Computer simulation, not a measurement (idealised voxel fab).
The name of this process module is voxel wiring stack.
In the cross-section labelled cut, the width is 145 nm and each square cell is 5 nm.
Cross-section format: a grid of square cells, given as bands from top to bottom; each band is one or more rows of cells. Each band's line starts with the height of the band's top and of its bottom, in nm. Then come its materials from left to right, each with its width in nm. One material with "all across" fills the band from edge to edge. "empty" is empty space. Zero point of the height axis is 0; under it, received wafer = one material. Lowest band: continues down indefinitely, "z 0 and below". When a width is written as two numbers, as in "30->40", the first number is the width in the top row of cells of the band and the second is the width in its bottom row, and the width changes by the same amount from each row to the next. Given "everything unchanged" for a step, no cell of the cross-section differs between before and after that step. "Closed empty spaces" enumerates empty spaces isolated from the top, with no open way to it, that contain at least 8 cells, giving each as width x height at distance from the left edge, all three in nm. What comes after the settings on a step's line is commentary from the simulator itself on that step. The optional step-line setting "overlay nm" applies to steps with a mask and quantifies how far to the right of its planned location the mask lay, a negative value indicating leftward placement.

The process steps that were planned are listed below
- 1: RECEIVE [material Si]
- 2: CONFORMAL_DEP [material SiO2] [thk nm 15]
- 3: DIRECTIONAL_DEP [material TiN] [thk nm 5]
- 4: DIRECTIONAL_DEP [material W] [thk nm 15]
- 5: MASKED_ETCH [tone cover] [mask id METAL_1] [width nm 20] [pitch nm 45] [etch materials W] [depth nm 15] [overlay nm 0]
- 6: MASKED_ETCH [tone cover] [mask id METAL_1] [width nm 20] [pitch nm 45] [etch materials TiN] [depth nm 5] [overlay nm 0]
- 7: FILL_DEP [material lowk] [thk nm 5]
- 8: CMP [height nm 35]
- 9: CONFORMAL_DEP [material SiCN] [thk nm 5]
- 10: DIRECTIONAL_DEP [material lowk] [thk nm 15]
- 11: DIRECTIONAL_DEP [material aC] [thk nm 15]
- 12: PATTERN [tone open] [mask id PLUG_1] [material resist] [width nm 15] [thk nm 30] [overlay nm 0]
- 13: DIRECTIONAL_ETCH [etch materials aC] [depth nm 15]
- 14: STRIP [etch materials resist]
- 15: DIRECTIONAL_ETCH [etch materials lowk] [depth nm 15]
- 16: DIRECTIONAL_ETCH [etch materials SiCN] [depth nm 5]
- 17: STRIP [etch materials aC]
- 18: CONFORMAL_DEP [material TiN] [thk nm 5]
- 19: FILL_DEP [material Ru] [thk nm 5]
- 20: CMP [height nm 55]
- 21: CONFORMAL_DEP [material SiN] [thk nm 5]
- 22: DIRECTIONAL_DEP [material SiO2] [thk nm 15]
- 23: PATTERN [tone open] [mask id METAL_2] [material resist] [width nm 20] [pitch nm 45] [thk nm 20] [overlay nm 0]
- 24: DIRECTIONAL_ETCH [etch materials SiO2] [depth nm 15]
- 25: DIRECTIONAL_ETCH [etch materials SiN] [depth nm 5]
- 26: STRIP [etch materials resist]
- 27: CONFORMAL_DEP [material TiN] [thk nm 5]
- 28: FILL_DEP [material Ru] [thk nm 10]
- 29: CMP [height nm 75]
- 30: CONFORMAL_DEP [material SiN] [thk nm 5]

As-received state of the wafer in cross-section, equivalent to post-step 1
  z 0 and below = Si all across
  Closed empty spaces: none

First of two wafers at the end of the module, shown in cross-section; run carried out as planned
  z 80 to 75 = SiN all across
  z 75 to 60 = SiO2: 40, then TiN: 5, then Ru: 10, then TiN: 5, then SiO2: 25, then TiN: 5, then Ru: 10, then TiN: 5, then SiO2: 40
  z 60 to 55 = SiN: 40, then TiN: 20, then SiN: 25, then TiN: 20, then SiN: 40
  z 55 to 40 = lowk: 40, then TiN: 5, then Ru: 5, then TiN: 5, then lowk: 90
  z 40 to 35 = SiCN: 40, then TiN: 15, then SiCN: 90
  z 35 to 20 = lowk: 40, then W: 20, then lowk: 25, then W: 20, then lowk: 40
  z 20 to 15 = lowk: 40, then TiN: 20, then lowk: 25, then TiN: 20, then lowk: 40
  z 15 to 0 = SiO2 all across
  z 0 and below = Si all across
  Closed empty spaces: none

Here is the second of the two wafers cut open at the end of the module - same start, same plan as the first one, but we made one mistake running it
  z 80 to 75 = SiN all across
  z 75 to 60 = SiO2: 35, then TiN: 5, then Ru: 20, then TiN: 5, then SiO2: 15, then TiN: 5, then Ru: 20, then TiN: 5, then SiO2: 35
  z 60 to 55 = SiN: 35, then TiN: 30, then SiN: 15, then TiN: 30, then SiN: 35
  z 55 to 40 = lowk: 40, then TiN: 5, then Ru: 5, then TiN: 5, then lowk: 90
  z 40 to 35 = SiCN: 40, then TiN: 15, then SiCN: 90
  z 35 to 20 = lowk: 40, then W: 20, then lowk: 25, then W: 20, then lowk: 40
  z 20 to 15 = lowk: 40, then TiN: 20, then lowk: 25, then TiN: 20, then lowk: 40
  z 15 to 0 = SiO2 all across
  z 0 and below = Si all across
  Closed empty spaces: none
What was the processing mistake? the process deviated at step 23: the operation and settings actually run there were PATTERN [tone open] [mask id METAL_2] [material resist] [width nm 30] [pitch nm 45] [thk nm 20] [overlay nm 0]
Cell-count delta at end, second wafer over first, by material: Ru +12, SiN -4, SiO2 -12, TiN +4
